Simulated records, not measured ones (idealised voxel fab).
You're looking at the process module voxel transistor to metal.
This is section cut - it's 150 nm across, gridded in 5 nm square cells.
Cross-section spec: square-cell grid; bands listed top down; each band is one or more rows.
First you get the band's top height and its bottom height, in nm, and then the materials it's made of, left to right, with each width in nm. If you see a single material with "edge to edge", that one covers the band edge to edge. "blank" is empty space.
Zero point of the height axis is 0; under it, received wafer = one material. Lowest band: continues down indefinitely, "0 and below".
Width "30->40": first value at the band's top row of cells, second value at its bottom row, equal change from row to row.
Reading "nothing different" for a step: not a cell of the cross-section changed in it.
Entry "Sealed internal cavities". Content: empty spaces with no open connection to the top, size 8 cells or greater. Each: width x height at distance. Distance: from left edge. Unit: nm.
What comes after the settings on a step's line is commentary from the simulator itself on that step.
"overlay nm" denotes, for a step that has a mask, the displacement of the mask to the right of its planned place, with negative values corresponding to the left.
Below is the list of planned process steps
1 RECEIVE: material Si
2 OXIDIZE: depth nm 5
3 CONFORMAL_DEP: material SiN, thk nm 15
4 MASKED_ETCH: tone cover, mask id ACTIVE, width nm 105, etch materials SiN, depth nm 15, overlay nm 0
5 MASKED_ETCH: tone cover, mask id ACTIVE, width nm 105, etch materials SiO2, depth nm 5, overlay nm 0
6 MASKED_ETCH: tone cover, mask id ACTIVE, width nm 105, etch materials Si, depth nm 35, overlay nm -5
7 OXIDIZE: depth nm 5
8 FILL_DEP: material SiO2, thk nm 5
9 CMP: height nm 15
10 SELECTIVE_ETCH: etch materials SiO2, depth nm 10
11 STRIP: etch materials SiN
12 SELECTIVE_ETCH: etch materials SiO2, depth nm 5
13 OXIDIZE: depth nm 5
14 DIRECTIONAL_DEP: material polySi, thk nm 20
15 DIRECTIONAL_DEP: material SiCN, thk nm 10
16 MASKED_ETCH: tone cover, mask id GATE, width nm 25, etch materials SiCN, depth nm 20, overlay nm 0
17 MASKED_ETCH: tone cover, mask id GATE, width nm 25, etch materials polySi, depth nm 30, overlay nm 0
18 CONFORMAL_DEP: material SiN, thk nm 10
19 DIRECTIONAL_ETCH: etch materials SiN, depth nm 10
20 DIRECTIONAL_ETCH: etch materials SiO2, depth nm 5
21 DIRECTIONAL_ETCH: etch materials Si, depth nm 15
22 EPI: material nSi, thk nm 15
23 FILL_DEP: material SiO2, thk nm 10
24 CMP: height nm 25
25 DIRECTIONAL_DEP: material SiO2, thk nm 15
26 PATTERN: tone open, mask id CONTACT, material resist, width nm 15, pitch nm 80, thk nm 15, overlay nm 0
27 DIRECTIONAL_ETCH: etch materials SiO2, depth nm 50
28 STRIP: etch materials resist
29 CONFORMAL_DEP: material TiN, thk nm 5
30 FILL_DEP: material W, thk nm 10
31 CMP: height nm 40
32 CONFORMAL_DEP: material SiN, thk nm 5
33 DIRECTIONAL_DEP: material lowk, thk nm 25
34 DIRECTIONAL_DEP: material aC, thk nm 10
35 PATTERN: tone open, mask id METAL_1, material resist, width nm 15, pitch nm 80, thk nm 25, overlay nm 0
36 DIRECTIONAL_ETCH: etch materials aC, depth nm 10
37 STRIP: etch materials resist
38 DIRECTIONAL_ETCH: etch materials lowk, depth nm 25
39 DIRECTIONAL_ETCH: etch materials SiN, depth nm 5
40 STRIP: etch materials aC
41 CONFORMAL_DEP: material TiN, thk nm 5
42 FILL_DEP: material Cu, thk nm 5
43 CMP: height nm 70
44 CONFORMAL_DEP: material SiN, thk nm 5
Variable across wafers: step 6 overlay nm (plan value is that of the first wafer; starting state common to all).
Incoming state of the first of several wafers in cross-section: after step 1
	0 and below | Si edge to edge
	Sealed internal cavities: none
The figure below presents a cross-section of the first of several wafers at the conclusion of the module, following its last step, step 44
	75 down to 70 | SiN edge to edge
	70 down to 45 | lowk 25 nm; TiN 5 nm; Cu 5 nm; TiN 5 nm; lowk 65 nm; TiN 5 nm; Cu 5 nm; TiN 5 nm; lowk 30 nm
	45 down to 40 | SiN 25 nm; TiN 15 nm; SiN 65 nm; TiN 15 nm; SiN 30 nm
	40 down to 25 | SiO2 25 nm; TiN 5 nm; W 5 nm; TiN 5 nm; SiO2 65 nm; TiN 5 nm; W 5 nm; TiN 5 nm; SiO2 30 nm
	25 down to 15 | SiO2 25 nm; TiN 5 nm; W 5 nm; TiN 5 nm; SiO2 10 nm; SiN 10 nm; SiCN 25 nm; SiN 10 nm; SiO2 10 nm; TiN 5 nm; W 5 nm; TiN 5 nm; SiO2 30 nm
	15 down to 10 | SiO2 25 nm; TiN 5 nm; W 5 nm; TiN 5 nm; SiO2 10 nm; SiN 10 nm; polySi 25 nm; SiN 10 nm; SiO2 10 nm; TiN 5 nm; W 5 nm; TiN 5 nm; SiO2 30 nm
	10 down to 5 | SiO2 25 nm; TiN 15 nm; SiO2 10 nm; SiN 10 nm; polySi 25 nm; SiN 10 nm; SiO2 10 nm; TiN 15 nm; SiO2 30 nm
	5 down to 0 | SiO2 20 nm; nSi 30 nm; SiN 10 nm; polySi 25 nm; SiN 10 nm; nSi 15 nm; TiN 10 nm; SiO2 30 nm
	0 down to -5 | SiO2 15 nm; SiN 10 nm; nSi 25 nm; SiN 10 nm; polySi 25 nm; SiN 10 nm; nSi 15 nm; TiN 10 nm; SiN 10 nm; SiO2 20 nm
	-5 down to -10 | SiO2 25 nm; nSi 25 nm; SiO2 45 nm; nSi 15 nm; TiN 10 nm; SiO2 30 nm
	-10 down to -25 | SiO2 20 nm; Si 5 nm; nSi 25 nm; Si 45 nm; nSi 25 nm; SiO2 30 nm
	-25 down to -45 | SiO2 20 nm; Si 100 nm; SiO2 30 nm
	-45 and below | Si edge to edge
	Sealed internal cavities: none
Cross-section, last wafer, module completion
	75 down to 70 | SiN edge to edge
	70 down to 45 | lowk 25 nm; TiN 5 nm; Cu 5 nm; TiN 5 nm; lowk 65 nm; TiN 5 nm; Cu 5 nm; TiN 5 nm; lowk 30 nm
	45 down to 40 | SiN 25 nm; TiN 15 nm; SiN 65 nm; TiN 15 nm; SiN 30 nm
	40 down to 25 | SiO2 25 nm; TiN 5 nm; W 5 nm; TiN 5 nm; SiO2 65 nm; TiN 5 nm; W 5 nm; TiN 5 nm; SiO2 30 nm
	25 down to 15 | SiO2 25 nm; TiN 5 nm; W 5 nm; TiN 5 nm; SiO2 10 nm; SiN 10 nm; SiCN 25 nm; SiN 10 nm; SiO2 10 nm; TiN 5 nm; W 5 nm; TiN 5 nm; SiO2 30 nm
	15 down to 10 | SiO2 25 nm; TiN 5 nm; W 5 nm; TiN 5 nm; SiO2 10 nm; SiN 10 nm; polySi 25 nm; SiN 10 nm; SiO2 10 nm; TiN 5 nm; W 5 nm; TiN 5 nm; SiO2 30 nm
	10 down to 5 | SiO2 25 nm; TiN 15 nm; SiO2 10 nm; SiN 10 nm; polySi 25 nm; SiN 10 nm; SiO2 10 nm; TiN 15 nm; SiO2 30 nm
	5 down to 0 | SiO2 25 nm; TiN 10 nm; nSi 15 nm; SiN 10 nm; polySi 25 nm; SiN 10 nm; nSi 30 nm; SiO2 25 nm
	0 down to -5 | SiO2 15 nm; SiN 10 nm; TiN 10 nm; nSi 15 nm; SiN 10 nm; polySi 25 nm; SiN 10 nm; nSi 25 nm; SiN 10 nm; SiO2 20 nm
	-5 down to -10 | SiO2 25 nm; TiN 10 nm; nSi 15 nm; SiO2 45 nm; nSi 25 nm; SiO2 30 nm
	-10 down to -25 | SiO2 25 nm; nSi 25 nm; Si 45 nm; nSi 25 nm; Si 10 nm; SiO2 20 nm
	-25 down to -45 | SiO2 25 nm; Si 105 nm; SiO2 20 nm
	-45 and below | Si edge to edge
	Sealed internal cavities: none
Below, a row for every wafer. Read it as the end-of-module picture: for each material the wafer shows its cells gained (+) or lost (-) since it was received, and then its closed voids
overlay nm -5, +10 Cu, -160 Si, +10 SiCN, +82 SiN, +239 SiO2, +62 TiN, +12 W, +120 lowk, +55 nSi, +20 polySi, Sealed internal cavities: none
overlay nm 0, +10 Cu, -167 Si, +10 SiCN, +82 SiN, +247 SiO2, +68 TiN, +12 W, +120 lowk, +48 nSi, +20 polySi, Sealed internal cavities: none
overlay nm 5, +10 Cu, -160 Si, +10 SiCN, +82 SiN, +239 SiO2, +62 TiN, +12 W, +120 lowk, +55 nSi, +20 polySi, Sealed internal cavities: none
overlay nm 10, +10 Cu, -153 Si, +10 SiCN, +82 SiN, +232 SiO2, +62 TiN, +12 W, +120 lowk, +55 nSi, +20 polySi, Sealed internal cavities: none
